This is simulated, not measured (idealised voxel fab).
A process module follows: voxel lift off.
Xsec cut, 190 nm wide, square cell size 5 nm.
This document writes a cross-section as a grid whose cells are square, and gives it as bands, listed from the top down; one or more rows of cells form a band. Quick guide to a band line: top height, bottom height (nm) up front; then every material left to right with its width in nm. Only one material and it's marked "all across"? Then it fills the band edge to edge. And "air" just means empty space. A quick word on heights: they are counted from 0, and under that level the wafer as it came to us is one material throughout. The lowest band is different from the rest in having no bottom; it simply continues downward, written as in "top 0, no bottom". You'd read "30 to 40" like this: the band's top row of cells is as wide as the first number, its bottom row is as wide as the second, and going down, every row changes width by the same amount as the row before did. Take "no alteration" at face value: in the step it is given for, the cross-section changed in none of its cells. Closed-off voids of 8+ cells (no open route to the top) go in "Entrapped void list", written width x height at distance from the left edge, in nm. It should be noted that, on the line of a given step, the content following the step's settings is a remark produced by the simulator itself with respect to that step. overlay nm: how far to the right of its planned place the mask lay on this masked step (negative: to the left).
PROCESS STEPS (PLANNED)
1 RECEIVE, material Si
2 CONFORMAL_DEP, material SiN, thk nm 15
3 PATTERN, tone open, mask id LINES, material resist, width nm 30, pitch nm 50, thk nm 30, overlay nm 0
4 DIRECTIONAL_DEP, material Ru, thk nm 15
5 STRIP, etch materials resist
6 CONFORMAL_DEP, material SiO2, thk nm 5
AS-RECEIVED STATE OF THE WAFER IN CROSS-SECTION, EQUIVALENT TO POST-STEP 1
    top 0, no bottom | Si all across
    Entrapped void list: none
SAME STARTING WAFER, SAME PLAN AS ABOVE, ONE MISTAKE IN THE EXECUTION; THIS IS THE CROSS-SECTION AT THE END OF THE MODULE
    top 25, bottom 20 | air 25 | SiO2 40 | air 10 | SiO2 40 | air 10 | SiO2 40 | air 25
    top 20, bottom 10 | air 25 | SiO2 5 | Ru 30 | SiO2 5 | air 10 | SiO2 5 | Ru 30 | SiO2 5 | air 10 | SiO2 5 | Ru 30 | SiO2 5 | air 25
    top 10, bottom 5 | SiO2 30 | Ru 30 | SiO2 20 | Ru 30 | SiO2 20 | Ru 30 | SiO2 30
    top 5, bottom 0 | SiN all across
    top 0, no bottom | Si all across
    Entrapped void list: none
What broke from the plan during processing? step 2 off recipe, ran as CONFORMAL_DEP, material SiN, thk nm 5
